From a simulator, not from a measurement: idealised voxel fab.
The following process module bears the name voxel quadruple lines.
For reference, the cross-section in this document is cut, with width 140 nm and square cells of 5 nm.
The cross-sections in this document take the form of a grid made of square cells. They are written out as bands, in order from top to bottom. Each band consists of one or more rows of cells. Band: top and bottom heights (nm) first, top before bottom; then materials from left to right, widths in nm. "everywhere" marks a sole material filling the band edge to edge. "empty" denotes empty space. Where do heights start? At 0: under that level the wafer as delivered is made of one material only. And the lowest band has no floor; it just carries on downward, as in "0 down". Width: "30 to 40" (first number = top row, second number = bottom row, same change from row to row of cells). Any step labelled "nothing changed" changed none of the cells in the cross-section. "Encapsulated voids" means: voids of 8 cells or more that are shut off from the top with no open way through. Written width x height at distance, distance from the left edge, in nm. The remark found on a step's line after its settings is issued by the simulator itself and pertains to that step. "overlay nm" on a masked step: distance the mask lay right of its planned place, negative for left.
### The following list gives the planned process steps
step 1: RECEIVE: material Si
step 2: CONFORMAL_DEP: material SiO2, thk nm 5
step 3: DIRECTIONAL_DEP: material TiN, thk nm 10
step 4: DIRECTIONAL_DEP: material polySi, thk nm 20
step 5: DIRECTIONAL_DEP: material aC, thk nm 20
step 6: PATTERN: tone cover, mask id MANDREL, material resist, width nm 20, pitch nm 60, thk nm 30, overlay nm -15
step 7: DIRECTIONAL_ETCH: etch materials aC, depth nm 20
step 8: STRIP: etch materials resist
step 9: CONFORMAL_DEP: material SiO2, thk nm 10
step 10: DIRECTIONAL_ETCH: etch materials SiO2, depth nm 10
step 11: STRIP: etch materials aC
step 12: DIRECTIONAL_ETCH: etch materials polySi, depth nm 20
step 13: STRIP: etch materials SiO2
step 14: CONFORMAL_DEP: material SiCN, thk nm 5
step 15: DIRECTIONAL_ETCH: etch materials SiCN, depth nm 5
step 16: STRIP: etch materials polySi
step 17: DIRECTIONAL_ETCH: etch materials TiN, depth nm 10
step 18: STRIP: etch materials SiCN
step 19: FILL_DEP: material lowk, thk nm 10
step 20: CMP: height nm 15
All wafers enter the flow in the same state. The overlay nm at step 6 differs from wafer to wafer, and the plan gives the value for the first wafer.
### Cross-section of the first incoming wafer of several, state after step 1
- 0 down = Si everywhere
- Encapsulated voids: none
### Shown in cross-section: the first of several wafers at the end of the module, after its last step, step 20
- 15 to 5 = TiN (5), lowk (10), TiN (5), lowk (10), TiN (5), lowk (10), TiN (5), lowk (10), TiN (5), lowk (10), TiN (5), lowk (10), TiN (5), lowk (10), TiN (5), lowk (30)
- 5 to 0 = SiO2 everywhere
- 0 down = Si everywhere
- Encapsulated voids: none
### Final wafer cross-section at module end
- 15 to 5 = lowk (30), TiN (5), lowk (10), TiN (5), lowk (10), TiN (5), lowk (10), TiN (5), lowk (10), TiN (5), lowk (10), TiN (5), lowk (10), TiN (5), lowk (10), TiN (5)
- 5 to 0 = SiO2 everywhere
- 0 down = Si everywhere
- Encapsulated voids: none
### Take any row and you have a wafer at the end of the module: how many cells of each material it has gained (+) or lost (-) since it was received, and then its closed voids
overlay nm -15 | +28 SiO2 | +16 TiN | +40 lowk | Encapsulated voids: none
overlay nm -10 | +28 SiO2 | +16 TiN | +40 lowk | Encapsulated voids: none
overlay nm -5 | +28 SiO2 | +16 TiN | +40 lowk | Encapsulated voids: none
overlay nm 0 | +28 SiO2 | +16 TiN | +40 lowk | Encapsulated voids: none
overlay nm 5 | +28 SiO2 | +16 TiN | +40 lowk | Encapsulated voids: none
overlay nm 10 | +28 SiO2 | +16 TiN | +40 lowk | Encapsulated voids: none
overlay nm 15 | +28 SiO2 | +16 TiN | +40 lowk | Encapsulated voids: none
